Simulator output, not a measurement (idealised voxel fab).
Process module in this document: voxel ribs on slabs
Each square cell in cross-section cut measures 5 nm, and the section as a whole is 210 nm wide.
In this document a cross-section is written as a grid of square cells. It is given as a series of bands, listed from the top down, and a band is one or more rows of cells.
Per band: top height and bottom height in nm, followed by the left-to-right materials and their widths in nm; "throughout" marks a single material spanning edge to edge, "air" marks empty space.
A quick word on heights: they are counted from 0, and under that level the wafer as it came to us is one material throughout. The lowest band is different from the rest in having no bottom; it simply continues downward, written as in "0 -> down".
A two-number width, for instance "30 to 40", indicates that the width is equal to the first number in the top row of the band and to the second number in the bottom row, and that it changes by a constant amount per row of cells.
"nothing altered", as given for a step, is the statement that not any cell of the cross-section underwent a change during that step.
In the "Enclosed void inventory" entry, you get each enclosed empty space of 8 cells or more, one with no open way to the top, written width x height at distance, distance from the left edge, in nm.
Post-settings text on a step line: simulator's own remark regarding the step.
On any step carrying a mask, the "overlay nm" setting, if present on the step's line, tells how far right of its planned place the mask lay; negative values point to the left.
-- Steps planned for the process
step 1: RECEIVE, material Si
step 2: DIRECTIONAL_DEP, material SiO2, thk nm 20
step 3: DIRECTIONAL_DEP, material SiN, thk nm 20
step 4: PATTERN, tone cover, mask id RIB, material resist, width nm 30, thk nm 20, overlay nm 0
step 5: DIRECTIONAL_ETCH, etch materials SiN, depth nm 15
step 6: STRIP, etch materials resist
step 7: PATTERN, tone cover, mask id SLAB, material resist, width nm 90, thk nm 20, overlay nm 0
step 8: DIRECTIONAL_ETCH, etch materials SiN, depth nm 5
step 9: STRIP, etch materials resist
step 10: FILL_DEP, material SiO2, thk nm 15
step 11: CMP, height nm 50
step 12: DIRECTIONAL_DEP, material W, thk nm 5
step 13: PATTERN, tone cover, mask id HEATER, material resist, width nm 40, thk nm 20, overlay nm 0
step 14: DIRECTIONAL_ETCH, etch materials W, depth nm 5
step 15: STRIP, etch materials resist
step 16: CONFORMAL_DEP, material SiN, thk nm 5
-- Cross-section of the wafer as it came to us, i.e., already through step 1
  0 -> down = Si throughout
  Enclosed void inventory: none
-- Cross-sectional result after module completion. Note: starting condition and plan are unchanged from above; one processing mistake was made
  5 -> 0 = SiN throughout
  0 -> down = Si throughout
  Enclosed void inventory: none
The mistake made against the process plan was this: step 15 changed vs plan, executed as STRIP, etch materials SiO2
